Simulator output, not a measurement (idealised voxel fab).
Process module under the name voxel wiring stack
Cross-sectional view cut (width: 255 nm; square cell size: 5 nm).
Each cross-section below is a grid of square cells, stated as bands in top-down order, with one or more rows of cells making up each band.
Each band's line starts with the height of the band's top and of its bottom, in nm. Then come its materials from left to right, each with its width in nm. One material with "edge to edge" fills the band from edge to edge. "blank" is empty space.
Measure heights from 0. That's the level where, below it, the as-received wafer is all one material. The lowest band is bottomless and extends downward; write it as in "from 0 down".
The two numbers in a width such as "30..40" mark its ends across the band: the first belongs to the top row of cells, the second to the bottom row, and from each row to the next the width moves by the same amount.
"no change occurred" (step): cross-section cells unchanged, all of them.
So "Sealed void inventory" is basically the list of trapped voids: any empty space of 8 cells or more that can't reach the top through an opening. They're written width x height at distance, the distance being from the left edge, and it's all nm.
after a step's settings: what the simulator itself notes on the step
overlay nm: right-of-plan distance of the mask on a masked step; negative values mean left-of-plan.
Layout of what follows: cross-section pairs, each bracketing one process step, the after cross-section shown only to the lowest band that changed, the step between and its settings noted under each pair. Pairs may originate in different runs of this module on the same starting wafer; a pair continues from the pair above only where its entry headed "Pre-processing view" says so.
PRE-PROCESSING VIEW
	from 110 to 80 = lowk edge to edge
	from 80 to 75 = SiCN edge to edge
	from 75 to 65 = SiO2 35, then TiN 5, then Cu 20, then TiN 5, then SiO2 20, then TiN 5, then Cu 20, then TiN 5, then SiO2 20, then TiN 5, then Cu 20, then TiN 5, then SiO2 20, then TiN 5, then Cu 20, then TiN 5, then SiO2 40
	from 65 to 60 = SiO2 35, then TiN 5, then Cu 5, then TiN 20, then SiO2 20, then TiN 5, then Cu 5, then TiN 20, then SiO2 20, then TiN 5, then Cu 5, then TiN 20, then SiO2 20, then TiN 5, then Cu 5, then TiN 20, then SiO2 40
	from 60 to 50 = SiO2 35, then TiN 5, then Cu 5, then TiN 5, then SiO2 35, then TiN 5, then Cu 5, then TiN 5, then SiO2 35, then TiN 5, then Cu 5, then TiN 5, then SiO2 35, then TiN 5, then Cu 5, then TiN 5, then SiO2 55
	from 50 to 45 = SiCN 35, then TiN 15, then SiCN 35, then TiN 15, then SiCN 35, then TiN 15, then SiCN 35, then TiN 15, then SiCN 55
	from 45 to 35 = lowk 35, then TiN 5, then Cu 20, then TiN 5, then lowk 20, then TiN 5, then Cu 20, then TiN 5, then lowk 20, then TiN 5, then Cu 20, then TiN 5, then lowk 20, then TiN 5, then Cu 20, then TiN 5, then lowk 40
	from 35 to 30 = SiN 35, then TiN 30, then SiN 20, then TiN 30, then SiN 20, then TiN 30, then SiN 20, then TiN 30, then SiN 40
	from 30 to 0 = SiO2 edge to edge
	from 0 down = Si edge to edge
	Sealed void inventory: none
STEP RESULT
	from 110 to 95 = lowk 35, then blank 30, then lowk 20, then blank 30, then lowk 20, then blank 30, then lowk 20, then blank 30, then lowk 40
	Nothing below the height 95 has changed.
	Sealed void inventory: none
What process step lies between the two cross-sections above? MASKED_ETCH,tone open,mask id METAL_3,width nm 30,pitch nm 50,etch materials lowk,depth nm 15,overlay nm 0
Pre-processing view: carried over from the after image of the pair right above.
STEP RESULT
	from 110 to 95 = lowk 35, then blank 30, then lowk 20, then blank 30, then lowk 20, then blank 30, then lowk 20, then blank 30, then lowk 40
	from 95 to 80 = lowk 35, then blank 15, then lowk 35, then blank 15, then lowk 35, then blank 15, then lowk 35, then blank 15, then lowk 55
	Nothing below the height 80 has changed.
	Sealed void inventory: none
What process step lies between the two cross-sections above? MASKED_ETCH,tone open,mask id METAL_3_HOLES,width nm 15,pitch nm 50,etch materials lowk,depth nm 15,overlay nm 0
Pre-processing view: carried over from the after image of the pair right above.
STEP RESULT
	from 110 to 95 = lowk 35, then blank 30, then lowk 20, then blank 30, then lowk 20, then blank 30, then lowk 20, then blank 30, then lowk 40
	from 95 to 80 = lowk 35, then blank 15, then lowk 35, then blank 15, then lowk 35, then blank 15, then lowk 35, then blank 15, then lowk 55
	from 80 to 75 = SiCN 35, then blank 15, then SiCN 35, then blank 15, then SiCN 35, then blank 15, then SiCN 35, then blank 15, then SiCN 55
	Nothing below the height 75 has changed.
	Sealed void inventory: none
What process step lies between the two cross-sections above? MASKED_ETCH,tone open,mask id METAL_3_HOLES,width nm 15,pitch nm 50,etch materials SiCN,depth nm 5,overlay nm 0
Pre-processing view: carried over from the after image of the pair right above.
STEP RESULT
	from 115 to 110 = TiN 40, then blank 20, then TiN 30, then blank 20, then TiN 30, then blank 20, then TiN 30, then blank 20, then TiN 45
	from 110 to 100 = lowk 35, then TiN 5, then blank 20, then TiN 5, then lowk 20, then TiN 5, then blank 20, then TiN 5, then lowk 20, then TiN 5, then blank 20, then TiN 5, then lowk 20, then TiN 5, then blank 20, then TiN 5, then lowk 40
	from 100 to 95 = lowk 35, then TiN 5, then blank 5, then TiN 20, then lowk 20, then TiN 5, then blank 5, then TiN 20, then lowk 20, then TiN 5, then blank 5, then TiN 20, then lowk 20, then TiN 5, then blank 5, then TiN 20, then lowk 40
	from 95 to 80 = lowk 35, then TiN 5, then blank 5, then TiN 5, then lowk 35, then TiN 5, then blank 5, then TiN 5, then lowk 35, then TiN 5, then blank 5, then TiN 5, then lowk 35, then TiN 5, then blank 5, then TiN 5, then lowk 55
	from 80 to 75 = SiCN 35, then TiN 15, then SiCN 35, then TiN 15, then SiCN 35, then TiN 15, then SiCN 35, then TiN 15, then SiCN 55
	Nothing below the height 75 has changed.
	Sealed void inventory: none
What process step lies between the two cross-sections above? CONFORMAL_DEP,material TiN,thk nm 5
Pre-processing view: carried over from the after image of the pair right above.
STEP RESULT
	from 120 to 115 = Cu edge to edge
	from 115 to 110 = TiN 40, then Cu 20, then TiN 30, then Cu 20, then TiN 30, then Cu 20, then TiN 30, then Cu 20, then TiN 45
	from 110 to 100 = lowk 35, then TiN 5, then Cu 20, then TiN 5, then lowk 20, then TiN 5, then Cu 20, then TiN 5, then lowk 20, then TiN 5, then Cu 20, then TiN 5, then lowk 20, then TiN 5, then Cu 20, then TiN 5, then lowk 40
	from 100 to 95 = lowk 35, then TiN 5, then Cu 5, then TiN 20, then lowk 20, then TiN 5, then Cu 5, then TiN 20, then lowk 20, then TiN 5, then Cu 5, then TiN 20, then lowk 20, then TiN 5, then Cu 5, then TiN 20, then lowk 40
	from 95 to 80 = lowk 35, then TiN 5, then Cu 5, then TiN 5, then lowk 35, then TiN 5, then Cu 5, then TiN 5, then lowk 35, then TiN 5, then Cu 5, then TiN 5, then lowk 35, then TiN 5, then Cu 5, then TiN 5, then lowk 55
	Nothing below the height 80 has changed.
	Sealed void inventory: none
What process step lies between the two cross-sections above? FILL_DEP,material Cu,thk nm 5
Pre-processing view: carried over from the after image of the pair right above.
STEP RESULT
	from 110 to 100 = lowk 35, then TiN 5, then Cu 20, then TiN 5, then lowk 20, then TiN 5, then Cu 20, then TiN 5, then lowk 20, then TiN 5, then Cu 20, then TiN 5, then lowk 20, then TiN 5, then Cu 20, then TiN 5, then lowk 40
	Nothing below the height 100 has changed.
	Sealed void inventory: none
What process step lies between the two cross-sections above? CMP,height nm 110
Pre-processing view: carried over from the after image of the pair right above.
STEP RESULT
	from 115 to 110 = SiN edge to edge
	Nothing below the height 110 has changed.
	Sealed void inventory: none
What process step lies between the two cross-sections above? CONFORMAL_DEP,material SiN,thk nm 5
PRE-PROCESSING VIEW
	from 75 to 65 = SiO2 35, then TiN 5, then Cu 20, then TiN 5, then SiO2 20, then TiN 5, then Cu 20, then TiN 5, then SiO2 20, then TiN 5, then Cu 20, then TiN 5, then SiO2 20, then TiN 5, then Cu 20, then TiN 5, then SiO2 40
	from 65 to 60 = SiO2 35, then TiN 5, then Cu 5, then TiN 20, then SiO2 20, then TiN 5, then Cu 5, then TiN 20, then SiO2 20, then TiN 5, then Cu 5, then TiN 20, then SiO2 20, then TiN 5, then Cu 5, then TiN 20, then SiO2 40
	from 60 to 50 = SiO2 35, then TiN 5, then Cu 5, then TiN 5, then SiO2 35, then TiN 5, then Cu 5, then TiN 5, then SiO2 35, then TiN 5, then Cu 5, then TiN 5, then SiO2 35, then TiN 5, then Cu 5, then TiN 5, then SiO2 55
	from 50 to 45 = SiCN 35, then TiN 15, then SiCN 35, then TiN 15, then SiCN 35, then TiN 15, then SiCN 35, then TiN 15, then SiCN 55
	from 45 to 20 = lowk 35, then TiN 5, then Cu 20, then TiN 5, then lowk 20, then TiN 5, then Cu 20, then TiN 5, then lowk 20, then TiN 5, then Cu 20, then TiN 5, then lowk 20, then TiN 5, then Cu 20, then TiN 5, then lowk 40
	from 20 to 15 = SiN 35, then TiN 30, then SiN 20, then TiN 30, then SiN 20, then TiN 30, then SiN 20, then TiN 30, then SiN 40
	from 15 to 0 = SiO2 edge to edge
	from 0 down = Si edge to edge
	Sealed void inventory: none
STEP RESULT
	from 105 to 75 = lowk edge to edge
	Nothing below the height 75 has changed.
	Sealed void inventory: none
What process step lies between the two cross-sections above? DIRECTIONAL_DEP,material lowk,thk nm 30
Pre-processing view: carried over from the after image of the pair right above.
STEP RESULT
	from 110 to 105 = SiCN edge to edge
	Nothing below the height 105 has changed.
	Sealed void inventory: none
What process step lies between the two cross-sections above? CONFORMAL_DEP,material SiCN,thk nm 5
Pre-processing view: carried over from the after image of the pair right above.
STEP RESULT
	from 110 to 105 = SiCN 35, then blank 15, then SiCN 35, then blank 15, then SiCN 35, then blank 15, then SiCN 35, then blank 15, then SiCN 55
	Nothing below the height 105 has changed.
	Sealed void inventory: none
What process step lies between the two cross-sections above? MASKED_ETCH,tone open,mask id METAL_3_HOLES,width nm 15,pitch nm 50,etch materials SiCN,depth nm 5,overlay nm 0
Pre-processing view: carried over from the after image of the pair right above.
STEP RESULT
	from 115 to 110 = TiN 40, then blank 5, then TiN 45, then blank 5, then TiN 45, then blank 5, then TiN 45, then blank 5, then TiN 60
	from 110 to 105 = SiCN 35, then TiN 15, then SiCN 35, then TiN 15, then SiCN 35, then TiN 15, then SiCN 35, then TiN 15, then SiCN 55
	Nothing below the height 105 has changed.
	Sealed void inventory: none
What process step lies between the two cross-sections above? CONFORMAL_DEP,material TiN,thk nm 5
Pre-processing view: carried over from the after image of the pair right above.
STEP RESULT
	from 120 to 115 = Cu edge to edge
	from 115 to 110 = TiN 40, then Cu 5, then TiN 45, then Cu 5, then TiN 45, then Cu 5, then TiN 45, then Cu 5, then TiN 60
	Nothing below the height 110 has changed.
	Sealed void inventory: none
What process step lies between the two cross-sections above? FILL_DEP,material Cu,thk nm 5
Pre-processing view: carried over from the after image of the pair right above.
STEP RESULT
	from 110 to 105 = SiCN 35, then TiN 15, then SiCN 35, then TiN 15, then SiCN 35, then TiN 15, then SiCN 35, then TiN 15, then SiCN 55
	Nothing below the height 105 has changed.
	Sealed void inventory: none
What process step lies between the two cross-sections above? CMP,height nm 110
Pre-processing view: carried over from the after image of the pair right above.
STEP RESULT
	from 115 to 110 = SiN edge to edge
	Nothing below the height 110 has changed.
	Sealed void inventory: none
What process step lies between the two cross-sections above? CONFORMAL_DEP,material SiN,thk nm 5
PRE-PROCESSING VIEW
	from 110 to 80 = lowk edge to edge
	from 80 to 75 = SiCN edge to edge
	from 75 to 65 = SiO2 35, then TiN 5, then Cu 20, then TiN 5, then SiO2 20, then TiN 5, then Cu 20, then TiN 5, then SiO2 20, then TiN 5, then Cu 20, then TiN 5, then SiO2 20, then TiN 5, then Cu 20, then TiN 5, then SiO2 40
	from 65 to 60 = SiO2 35, then TiN 5, then Cu 5, then TiN 20, then SiO2 20, then TiN 5, then Cu 5, then TiN 20, then SiO2 20, then TiN 5, then Cu 5, then TiN 20, then SiO2 20, then TiN 5, then Cu 5, then TiN 20, then SiO2 40
	from 60 to 50 = SiO2 35, then TiN 5, then Cu 5, then TiN 5, then SiO2 35, then TiN 5, then Cu 5, then TiN 5, then SiO2 35, then TiN 5, then Cu 5, then TiN 5, then SiO2 35, then TiN 5, then Cu 5, then TiN 5, then SiO2 55
	from 50 to 45 = SiCN 35, then TiN 15, then SiCN 35, then TiN 15, then SiCN 35, then TiN 15, then SiCN 35, then TiN 15, then SiCN 55
	from 45 to 20 = lowk 35, then TiN 5, then Cu 20, then TiN 5, then lowk 20, then TiN 5, then Cu 20, then TiN 5, then lowk 20, then TiN 5, then Cu 20, then TiN 5, then lowk 20, then TiN 5, then Cu 20, then TiN 5, then lowk 40
	from 20 to 15 = SiN 35, then TiN 30, then SiN 20, then TiN 30, then SiN 20, then TiN 30, then SiN 20, then TiN 30, then SiN 40
	from 15 to 0 = SiO2 edge to edge
	from 0 down = Si edge to edge
	Sealed void inventory: none
STEP RESULT
	from 110 to 85 = lowk 35, then blank 30, then lowk 20, then blank 30, then lowk 20, then blank 30, then lowk 20, then blank 30, then lowk 40
	Nothing below the height 85 has changed.
	Sealed void inventory: none
What process step lies between the two cross-sections above? MASKED_ETCH,tone open,mask id METAL_3,width nm 30,pitch nm 50,etch materials lowk,depth nm 25,overlay nm 0
Pre-processing view: carried over from the after image of the pair right above.
STEP RESULT
	from 110 to 85 = lowk 35, then blank 30, then lowk 20, then blank 30, then lowk 20, then blank 30, then lowk 20, then blank 30, then lowk 40
	from 85 to 80 = lowk 35, then blank 15, then lowk 35, then blank 15, then lowk 35, then blank 15, then lowk 35, then blank 15, then lowk 55
	Nothing below the height 80 has changed.
	Sealed void inventory: none
What process step lies between the two cross-sections above? MASKED_ETCH,tone open,mask id METAL_3_HOLES,width nm 15,pitch nm 50,etch materials lowk,depth nm 15,overlay nm 0
Pre-processing view: carried over from the after image of the pair right above.
STEP RESULT
	from 110 to 85 = lowk 35, then blank 30, then lowk 20, then blank 30, then lowk 20, then blank 30, then lowk 20, then blank 30, then lowk 40
	from 85 to 80 = lowk 35, then blank 15, then lowk 35, then blank 15, then lowk 35, then blank 15, then lowk 35, then blank 15, then lowk 55
	from 80 to 75 = SiCN 35, then blank 15, then SiCN 35, then blank 15, then SiCN 35, then blank 15, then SiCN 35, then blank 15, then SiCN 55
	Nothing below the height 75 has changed.
	Sealed void inventory: none
What process step lies between the two cross-sections above? MASKED_ETCH,tone open,mask id METAL_3_HOLES,width nm 15,pitch nm 50,etch materials SiCN,depth nm 5,overlay nm 0
Pre-processing view: carried over from the after image of the pair right above.
STEP RESULT
	from 115 to 110 = TiN 40, then blank 20, then TiN 30, then blank 20, then TiN 30, then blank 20, then TiN 30, then blank 20, then TiN 45
	from 110 to 90 = lowk 35, then TiN 5, then blank 20, then TiN 5, then lowk 20, then TiN 5, then blank 20, then TiN 5, then lowk 20, then TiN 5, then blank 20, then TiN 5, then lowk 20, then TiN 5, then blank 20, then TiN 5, then lowk 40
	from 90 to 80 = lowk 35, then TiN 5, then blank 5, then TiN 20..5, then lowk 20..35, then TiN 5, then blank 5, then TiN 20..5, then lowk 20..35, then TiN 5, then blank 5, then TiN 20..5, then lowk 20..35, then TiN 5, then blank 5, then TiN 20..5, then lowk 40..55
	from 80 to 75 = SiCN 35, then TiN 15, then SiCN 35, then TiN 15, then SiCN 35, then TiN 15, then SiCN 35, then TiN 15, then SiCN 55
	Nothing below the height 75 has changed.
	Sealed void inventory: none
What process step lies between the two cross-sections above? CONFORMAL_DEP,material TiN,thk nm 5
Pre-processing view: carried over from the after image of the pair right above.
STEP RESULT
	from 120 to 115 = Cu edge to edge
	from 115 to 110 = TiN 40, then Cu 20, then TiN 30, then Cu 20, then TiN 30, then Cu 20, then TiN 30, then Cu 20, then TiN 45
	from 110 to 90 = lowk 35, then TiN 5, then Cu 20, then TiN 5, then lowk 20, then TiN 5, then Cu 20, then TiN 5, then lowk 20, then TiN 5, then Cu 20, then TiN 5, then lowk 20, then TiN 5, then Cu 20, then TiN 5, then lowk 40
	from 90 to 80 = lowk 35, then TiN 5, then Cu 5, then TiN 20..5, then lowk 20..35, then TiN 5, then Cu 5, then TiN 20..5, then lowk 20..35, then TiN 5, then Cu 5, then TiN 20..5, then lowk 20..35, then TiN 5, then Cu 5, then TiN 20..5, then lowk 40..55
	Nothing below the height 80 has changed.
	Sealed void inventory: none
What process step lies between the two cross-sections above? FILL_DEP,material Cu,thk nm 5
Pre-processing view: carried over from the after image of the pair right above.
STEP RESULT
	from 110 to 90 = lowk 35, then TiN 5, then Cu 20, then TiN 5, then lowk 20, then TiN 5, then Cu 20, then TiN 5, then lowk 20, then TiN 5, then Cu 20, then TiN 5, then lowk 20, then TiN 5, then Cu 20, then TiN 5, then lowk 40
	Nothing below the height 90 has changed.
	Sealed void inventory: none
What process step lies between the two cross-sections above? CMP,height nm 110
Pre-processing view: carried over from the after image of the pair right above.
STEP RESULT
	from 115 to 110 = SiN edge to edge
	Nothing below the height 110 has changed.
	Sealed void inventory: none
What process step lies between the two cross-sections above? CONFORMAL_DEP,material SiN,thk nm 5
PRE-PROCESSING VIEW
	from 45 to 20 = lowk edge to edge
	from 20 to 15 = SiN edge to edge
	from 15 to 0 = SiO2 edge to edge
	from 0 down = Si edge to edge
	Sealed void inventory: none
STEP RESULT
	from 45 to 20 = lowk 40, then blank 20, then lowk 30, then blank 20, then lowk 30, then blank 20, then lowk 30, then blank 20, then lowk 45
	Nothing below the height 20 has changed.
	Sealed void inventory: none
What process step lies between the two cross-sections above? MASKED_ETCH,tone open,mask id METAL_1,width nm 20,pitch nm 50,etch materials lowk,depth nm 25,overlay nm 0
Pre-processing view: carried over from the after image of the pair right above.
STEP RESULT
	from 45 to 20 = lowk 40, then blank 20, then lowk 30, then blank 20, then lowk 30, then blank 20, then lowk 30, then blank 20, then lowk 45
	from 20 to 15 = SiN 40, then blank 20, then SiN 30, then blank 20, then SiN 30, then blank 20, then SiN 30, then blank 20, then SiN 45
	Nothing below the height 15 has changed.
	Sealed void inventory: none
What process step lies between the two cross-sections above? MASKED_ETCH,tone open,mask id METAL_1,width nm 30,pitch nm 50,etch materials SiN,depth nm 5,overlay nm 0
Pre-processing view: carried over from the after image of the pair right above.
STEP RESULT
	from 50 to 45 = TiN 45, then blank 10, then TiN 40, then blank 10, then TiN 40, then blank 10, then TiN 40, then blank 10, then TiN 50
	from 45 to 20 = lowk 40, then TiN 5, then blank 10, then TiN 5, then lowk 30, then TiN 5, then blank 10, then TiN 5, then lowk 30, then TiN 5, then blank 10, then TiN 5, then lowk 30, then TiN 5, then blank 10, then TiN 5, then lowk 45
	from 20 to 15 = SiN 40, then TiN 20, then SiN 30, then TiN 20, then SiN 30, then TiN 20, then SiN 30, then TiN 20, then SiN 45
	Nothing below the height 15 has changed.
	Sealed void inventory: none
What process step lies between the two cross-sections above? CONFORMAL_DEP,material TiN,thk nm 5
Pre-processing view: carried over from the after image of the pair right above.
STEP RESULT
	from 60 to 50 = Cu edge to edge
	from 50 to 45 = TiN 45, then Cu 10, then TiN 40, then Cu 10, then TiN 40, then Cu 10, then TiN 40, then Cu 10, then TiN 50
	from 45 to 20 = lowk 40, then TiN 5, then Cu 10, then TiN 5, then lowk 30, then TiN 5, then Cu 10, then TiN 5, then lowk 30, then TiN 5, then Cu 10, then TiN 5, then lowk 30, then TiN 5, then Cu 10, then TiN 5, then lowk 45
	Nothing below the height 20 has changed.
	Sealed void inventory: none
What process step lies between the two cross-sections above? FILL_DEP,material Cu,thk nm 10
Pre-processing view: carried over from the after image of the pair right above.
STEP RESULT
	from 45 to 20 = lowk 40, then TiN 5, then Cu 10, then TiN 5, then lowk 30, then TiN 5, then Cu 10, then TiN 5, then lowk 30, then TiN 5, then Cu 10, then TiN 5, then lowk 30, then TiN 5, then Cu 10, then TiN 5, then lowk 45
	Nothing below the height 20 has changed.
	Sealed void inventory: none
What process step lies between the two cross-sections above? CMP,height nm 45
Pre-processing view: carried over from the after image of the pair right above.
STEP RESULT
	from 50 to 45 = SiCN edge to edge
	Nothing below the height 45 has changed.
	Sealed void inventory: none
What process step lies between the two cross-sections above? CONFORMAL_DEP,material SiCN,thk nm 5
Pre-processing view: carried over from the after image of the pair right above.
STEP RESULT
	from 75 to 50 = SiO2 edge to edge
	Nothing below the height 50 has changed.
	Sealed void inventory: none
What process step lies between the two cross-sections above? DIRECTIONAL_DEP,material SiO2,thk nm 25
Pre-processing view: carried over from the after image of the pair right above.
STEP RESULT
	from 75 to 50 = SiO2 35, then blank 15, then SiO2 35, then blank 15, then SiO2 35, then blank 15, then SiO2 35, then blank 15, then SiO2 55
	Nothing below the height 50 has changed.
	Sealed void inventory: none
What process step lies between the two cross-sections above? MASKED_ETCH,tone open,mask id METAL_2_HOLES,width nm 15,pitch nm 50,etch materials SiO2,depth nm 25,overlay nm 0
Pre-processing view: carried over from the after image of the pair right above.
STEP RESULT
	from 75 to 60 = SiO2 35, then blank 30, then SiO2 20, then blank 30, then SiO2 20, then blank 30, then SiO2 20, then blank 30, then SiO2 40
	Nothing below the height 60 has changed.
	Sealed void inventory: none
What process step lies between the two cross-sections above? MASKED_ETCH,tone open,mask id METAL_2,width nm 30,pitch nm 50,etch materials SiO2,depth nm 15,overlay nm 0
Pre-processing view: carried over from the after image of the pair right above.
STEP RESULT
	from 75 to 60 = SiO2 35, then blank 30, then SiO2 20, then blank 30, then SiO2 20, then blank 30, then SiO2 20, then blank 30, then SiO2 40
	from 60 to 50 = SiO2 35, then blank 15, then SiO2 35, then blank 15, then SiO2 35, then blank 15, then SiO2 35, then blank 15, then SiO2 55
	from 50 to 45 = SiCN 35, then blank 15, then SiCN 35, then blank 15, then SiCN 35, then blank 15, then SiCN 35, then blank 15, then SiCN 55
	Nothing below the height 45 has changed.
	Sealed void inventory: none
What process step lies between the two cross-sections above? MASKED_ETCH,tone open,mask id METAL_2,width nm 30,pitch nm 50,etch materials SiCN,depth nm 5,overlay nm 0
Pre-processing view: carried over from the after image of the pair right above.
STEP RESULT
	from 80 to 75 = TiN 40, then blank 20, then TiN 30, then blank 20, then TiN 30, then blank 20, then TiN 30, then blank 20, then TiN 45
	from 75 to 65 = SiO2 35, then TiN 5, then blank 20, then TiN 5, then SiO2 20, then TiN 5, then blank 20, then TiN 5, then SiO2 20, then TiN 5, then blank 20, then TiN 5, then SiO2 20, then TiN 5, then blank 20, then TiN 5, then SiO2 40
	from 65 to 60 = SiO2 35, then TiN 5, then blank 5, then TiN 20, then SiO2 20, then TiN 5, then blank 5, then TiN 20, then SiO2 20, then TiN 5, then blank 5, then TiN 20, then SiO2 20, then TiN 5, then blank 5, then TiN 20, then SiO2 40
	from 60 to 50 = SiO2 35, then TiN 5, then blank 5, then TiN 5, then SiO2 35, then TiN 5, then blank 5, then TiN 5, then SiO2 35, then TiN 5, then blank 5, then TiN 5, then SiO2 35, then TiN 5, then blank 5, then TiN 5, then SiO2 55
	from 50 to 45 = SiCN 35, then TiN 15, then SiCN 35, then TiN 15, then SiCN 35, then TiN 15, then SiCN 35, then TiN 15, then SiCN 55
	Nothing below the height 45 has changed.
	Sealed void inventory: none
What process step lies between the two cross-sections above? CONFORMAL_DEP,material TiN,thk nm 5
Pre-processing view: carried over from the after image of the pair right above.
STEP RESULT
	from 90 to 80 = Cu edge to edge
	from 80 to 75 = TiN 40, then Cu 20, then TiN 30, then Cu 20, then TiN 30, then Cu 20, then TiN 30, then Cu 20, then TiN 45
	from 75 to 65 = SiO2 35, then TiN 5, then Cu 20, then TiN 5, then SiO2 20, then TiN 5, then Cu 20, then TiN 5, then SiO2 20, then TiN 5, then Cu 20, then TiN 5, then SiO2 20, then TiN 5, then Cu 20, then TiN 5, then SiO2 40
	from 65 to 60 = SiO2 35, then TiN 5, then Cu 5, then TiN 20, then SiO2 20, then TiN 5, then Cu 5, then TiN 20, then SiO2 20, then TiN 5, then Cu 5, then TiN 20, then SiO2 20, then TiN 5, then Cu 5, then TiN 20, then SiO2 40
	from 60 to 50 = SiO2 35, then TiN 5, then Cu 5, then TiN 5, then SiO2 35, then TiN 5, then Cu 5, then TiN 5, then SiO2 35, then TiN 5, then Cu 5, then TiN 5, then SiO2 35, then TiN 5, then Cu 5, then TiN 5, then SiO2 55
	Nothing below the height 50 has changed.
	Sealed void inventory: none
What process step lies between the two cross-sections above? FILL_DEP,material Cu,thk nm 10
Pre-processing view: carried over from the after image of the pair right above.
STEP RESULT
	from 75 to 65 = SiO2 35, then TiN 5, then Cu 20, then TiN 5, then SiO2 20, then TiN 5, then Cu 20, then TiN 5, then SiO2 20, then TiN 5, then Cu 20, then TiN 5, then SiO2 20, then TiN 5, then Cu 20, then TiN 5, then SiO2 40
	Nothing below the height 65 has changed.
	Sealed void inventory: none
What process step lies between the two cross-sections above? CMP,height nm 75
Pre-processing view: carried over from the after image of the pair right above.
STEP RESULT
	from 80 to 75 = SiCN edge to edge
	Nothing below the height 75 has changed.
	Sealed void inventory: none
What process step lies between the two cross-sections above? CONFORMAL_DEP,material SiCN,thk nm 5
Pre-processing view: carried over from the after image of the pair right above.
STEP RESULT
	from 110 to 80 = lowk edge to edge
	Nothing below the height 80 has changed.
	Sealed void inventory: none
What process step lies between the two cross-sections above? DIRECTIONAL_DEP,material lowk,thk nm 30
Pre-processing view: carried over from the after image of the pair right above.
STEP RESULT
	from 110 to 95 = lowk 35, then blank 30, then lowk 20, then blank 30, then lowk 20, then blank 30, then lowk 20, then blank 30, then lowk 40
	Nothing below the height 95 has changed.
	Sealed void inventory: none
What process step lies between the two cross-sections above? MASKED_ETCH,tone open,mask id METAL_3,width nm 30,pitch nm 50,etch materials lowk,depth nm 15,overlay nm 0
Pre-processing view: carried over from the after image of the pair right above.
STEP RESULT
	from 110 to 95 = lowk 35, then blank 30, then lowk 20, then blank 30, then lowk 20, then blank 30, then lowk 20, then blank 30, then lowk 40
	from 95 to 80 = lowk 35, then blank 15, then lowk 35, then blank 15, then lowk 35, then blank 15, then lowk 35, then blank 15, then lowk 55
	Nothing below the height 80 has changed.
	Sealed void inventory: none
What process step lies between the two cross-sections above? MASKED_ETCH,tone open,mask id METAL_3_HOLES,width nm 15,pitch nm 50,etch materials lowk,depth nm 15,overlay nm 0
Pre-processing view: carried over from the after image of the pair right above.
STEP RESULT
	from 110 to 95 = lowk 35, then blank 30, then lowk 20, then blank 30, then lowk 20, then blank 30, then lowk 20, then blank 30, then lowk 40
	from 95 to 80 = lowk 35, then blank 15, then lowk 35, then blank 15, then lowk 35, then blank 15, then lowk 35, then blank 15, then lowk 55
	from 80 to 75 = SiCN 35, then blank 15, then SiCN 35, then blank 15, then SiCN 35, then blank 15, then SiCN 35, then blank 15, then SiCN 55
	Nothing below the height 75 has changed.
	Sealed void inventory: none
What process step lies between the two cross-sections above? MASKED_ETCH,tone open,mask id METAL_3_HOLES,width nm 15,pitch nm 50,etch materials SiCN,depth nm 5,overlay nm 0
Pre-processing view: carried over from the after image of the pair right above.
STEP RESULT
	from 115 to 110 = TiN 40, then blank 20, then TiN 30, then blank 20, then TiN 30, then blank 20, then TiN 30, then blank 20, then TiN 45
	from 110 to 100 = lowk 35, then TiN 5, then blank 20, then TiN 5, then lowk 20, then TiN 5, then blank 20, then TiN 5, then lowk 20, then TiN 5, then blank 20, then TiN 5, then lowk 20, then TiN 5, then blank 20, then TiN 5, then lowk 40
	from 100 to 95 = lowk 35, then TiN 5, then blank 5, then TiN 20, then lowk 20, then TiN 5, then blank 5, then TiN 20, then lowk 20, then TiN 5, then blank 5, then TiN 20, then lowk 20, then TiN 5, then blank 5, then TiN 20, then lowk 40
	from 95 to 80 = lowk 35, then TiN 5, then blank 5, then TiN 5, then lowk 35, then TiN 5, then blank 5, then TiN 5, then lowk 35, then TiN 5, then blank 5, then TiN 5, then lowk 35, then TiN 5, then blank 5, then TiN 5, then lowk 55
	from 80 to 75 = SiCN 35, then TiN 15, then SiCN 35, then TiN 15, then SiCN 35, then TiN 15, then SiCN 35, then TiN 15, then SiCN 55
	Nothing below the height 75 has changed.
	Sealed void inventory: none
What process step lies between the two cross-sections above? CONFORMAL_DEP,material TiN,thk nm 5
Pre-processing view: carried over from the after image of the pair right above.
STEP RESULT
	from 120 to 115 = Cu edge to edge
	from 115 to 110 = TiN 40, then Cu 20, then TiN 30, then Cu 20, then TiN 30, then Cu 20, then TiN 30, then Cu 20, then TiN 45
	from 110 to 100 = lowk 35, then TiN 5, then Cu 20, then TiN 5, then lowk 20, then TiN 5, then Cu 20, then TiN 5, then lowk 20, then TiN 5, then Cu 20, then TiN 5, then lowk 20, then TiN 5, then Cu 20, then TiN 5, then lowk 40
	from 100 to 95 = lowk 35, then TiN 5, then Cu 5, then TiN 20, then lowk 20, then TiN 5, then Cu 5, then TiN 20, then lowk 20, then TiN 5, then Cu 5, then TiN 20, then lowk 20, then TiN 5, then Cu 5, then TiN 20, then lowk 40
	from 95 to 80 = lowk 35, then TiN 5, then Cu 5, then TiN 5, then lowk 35, then TiN 5, then Cu 5, then TiN 5, then lowk 35, then TiN 5, then Cu 5, then TiN 5, then lowk 35, then TiN 5, then Cu 5, then TiN 5, then lowk 55
	Nothing below the height 80 has changed.
	Sealed void inventory: none
What process step lies between the two cross-sections above? FILL_DEP,material Cu,thk nm 5
Pre-processing view: carried over from the after image of the pair right above.
STEP RESULT
	from 110 to 100 = lowk 35, then TiN 5, then Cu 20, then TiN 5, then lowk 20, then TiN 5, then Cu 20, then TiN 5, then lowk 20, then TiN 5, then Cu 20, then TiN 5, then lowk 20, then TiN 5, then Cu 20, then TiN 5, then lowk 40
	Nothing below the height 100 has changed.
	Sealed void inventory: none
What process step lies between the two cross-sections above? CMP,height nm 110
Pre-processing view: carried over from the after image of the pair right above.
STEP RESULT
	from 115 to 110 = SiN edge to edge
	Nothing below the height 110 has changed.
	Sealed void inventory: none
What process step lies between the two cross-sections above? CONFORMAL_DEP,material SiN,thk nm 5
